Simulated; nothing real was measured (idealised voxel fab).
Documented hereafter: the process module known as voxel capacitor over wiring.
Xsec cut, 215 nm wide, square cell size 5 nm.
A cross-section is a grid of square cells, given in bands from the top down. A band is one or more rows of cells. First you get the band's top height and its bottom height, in nm, and then the materials it's made of, left to right, with each width in nm. If you see a single material with "all across", that one covers the band edge to edge. "empty" is empty space. Height 0 is the level under which the wafer as received is all one material. The lowest band goes on downwards, as in "0 down". A width given as "30->40" starts at the first number in the band's top row and ends at the second number in its bottom row, shifting by an equal amount at every step from row to row. Where a step carries "no modification", the cross-section came out of it unchanged, cell for cell. The entry "Trapped void list" lists the empty spaces that cover at least 8 cells and have no open path to the top. Each is written as width x height at distance, where the distance is measured from the left edge and all three values are in nm. It should be noted that, on the line of a given step, the content following the step's settings is a remark produced by the simulator itself with respect to that step. For masked steps, "overlay nm" on the step line gives how far right of plan the mask actually lay; a minus sign means it lay to the left.

**List of planned process steps**
1: RECEIVE: material Si
2: CONFORMAL_DEP: material SiO2, thk nm 15
3: CONFORMAL_DEP: material SiN, thk nm 5
4: DIRECTIONAL_DEP: material lowk, thk nm 25
5: DIRECTIONAL_DEP: material aC, thk nm 10
6: PATTERN: tone open, mask id METAL_1, material resist, width nm 25, pitch nm 75, thk nm 30, overlay nm 0
7: DIRECTIONAL_ETCH: etch materials aC, depth nm 10
8: STRIP: etch materials resist
9: DIRECTIONAL_ETCH: etch materials lowk, depth nm 25
10: DIRECTIONAL_ETCH: etch materials SiN, depth nm 5
11: STRIP: etch materials aC
12: CONFORMAL_DEP: material TiN, thk nm 5
13: FILL_DEP: material W, thk nm 10
14: CMP: height nm 45
15: EPI: material Ru, thk nm 5
16: FILL_DEP: material SiCN, thk nm 5
17: DIRECTIONAL_DEP: material SiO2, thk nm 20
18: PATTERN: tone open, mask id PLUG_1, material resist, width nm 15, thk nm 20, overlay nm 0
19: DIRECTIONAL_ETCH: etch materials SiO2, depth nm 20
20: DIRECTIONAL_ETCH: etch materials SiCN, depth nm 5
21: STRIP: etch materials resist
22: CONFORMAL_DEP: material TiN, thk nm 5
23: FILL_DEP: material Cu, thk nm 5
24: CMP: height nm 75
25: DIRECTIONAL_DEP: material TiN, thk nm 10
26: DIRECTIONAL_DEP: material HfO2, thk nm 5
27: DIRECTIONAL_DEP: material TiN, thk nm 10
28: MASKED_ETCH: tone cover, mask id UPPER_PLATE, width nm 55, etch materials TiN, depth nm 10, overlay nm 0
29: MASKED_ETCH: tone cover, mask id UPPER_PLATE, width nm 55, etch materials HfO2, depth nm 5, overlay nm 0
30: PATTERN: tone cover, mask id LOWER_PLATE, material resist, width nm 65, thk nm 20, overlay nm 0
31: DIRECTIONAL_ETCH: etch materials TiN, depth nm 10
32: STRIP: etch materials resist
33: FILL_DEP: material SiO2, thk nm 15
34: CMP: height nm 110
35: MASKED_ETCH: tone open, mask id PLUG_2, width nm 15, etch materials SiO2, depth nm 10, overlay nm 0
36: CONFORMAL_DEP: material TiN, thk nm 5
37: FILL_DEP: material Ru, thk nm 10
38: CMP: height nm 110
39: CONFORMAL_DEP: material SiN, thk nm 5

**Wafer cross-section on receipt, i.e. after step 1**
> 0 down = Si all across
> Trapped void list: none

**Sectioned view, first of two wafers, at the close of the module, processed as intended in the plan**
> 115 to 110 = SiN all across
> 110 to 105 = SiO2=75 | TiN=5 | Ru=5 | TiN=5 | SiO2=125
> 105 to 100 = SiO2=75 | TiN=15 | SiO2=125
> 100 to 90 = SiO2=65 | TiN=55 | SiO2=95
> 90 to 85 = SiO2=65 | HfO2=55 | SiO2=95
> 85 to 75 = SiO2=60 | TiN=65 | SiO2=90
> 75 to 55 = SiO2=65 | TiN=5 | Cu=5 | TiN=5 | SiO2=135
> 55 to 50 = SiCN=65 | TiN=15 | SiCN=135
> 50 to 45 = SiCN=50 | Ru=35 | SiCN=40 | Ru=35 | SiCN=55
> 45 to 20 = lowk=55 | TiN=5 | W=15 | TiN=5 | lowk=50 | TiN=5 | W=15 | TiN=5 | lowk=60
> 20 to 15 = SiN=55 | TiN=25 | SiN=50 | TiN=25 | SiN=60
> 15 to 0 = SiO2 all across
> 0 down = Si all across
> Trapped void list: none

**This is the second of the two wafers, cross-sectioned at the end of the module; it started exactly like the first and was given the same plan, but it was run with one mistake**
> 115 to 110 = SiN all across
> 110 to 105 = SiO2=75 | TiN=5 | Ru=5 | TiN=5 | SiO2=125
> 105 to 100 = SiO2=75 | TiN=15 | SiO2=125
> 100 to 95 = SiO2=65 | HfO2=55 | SiO2=95
> 95 to 85 = SiO2=60 | TiN=65 | SiO2=90
> 85 to 75 = TiN all across
> 75 to 55 = SiO2=65 | TiN=5 | Cu=5 | TiN=5 | SiO2=135
> 55 to 50 = SiCN=65 | TiN=15 | SiCN=135
> 50 to 45 = SiCN=50 | Ru=35 | SiCN=40 | Ru=35 | SiCN=55
> 45 to 20 = lowk=55 | TiN=5 | W=15 | TiN=5 | lowk=50 | TiN=5 | W=15 | TiN=5 | lowk=60
> 20 to 15 = SiN=55 | TiN=25 | SiN=50 | TiN=25 | SiN=60
> 15 to 0 = SiO2 all across
> 0 down = Si all across
> Trapped void list: none
Deviation noted in wafer processing: swap of plan steps 26 and 27 during execution
At the finish, the second wafer shows more or fewer cells for some materials than the first does: 64 fewer of SiO2; 64 more of TiN
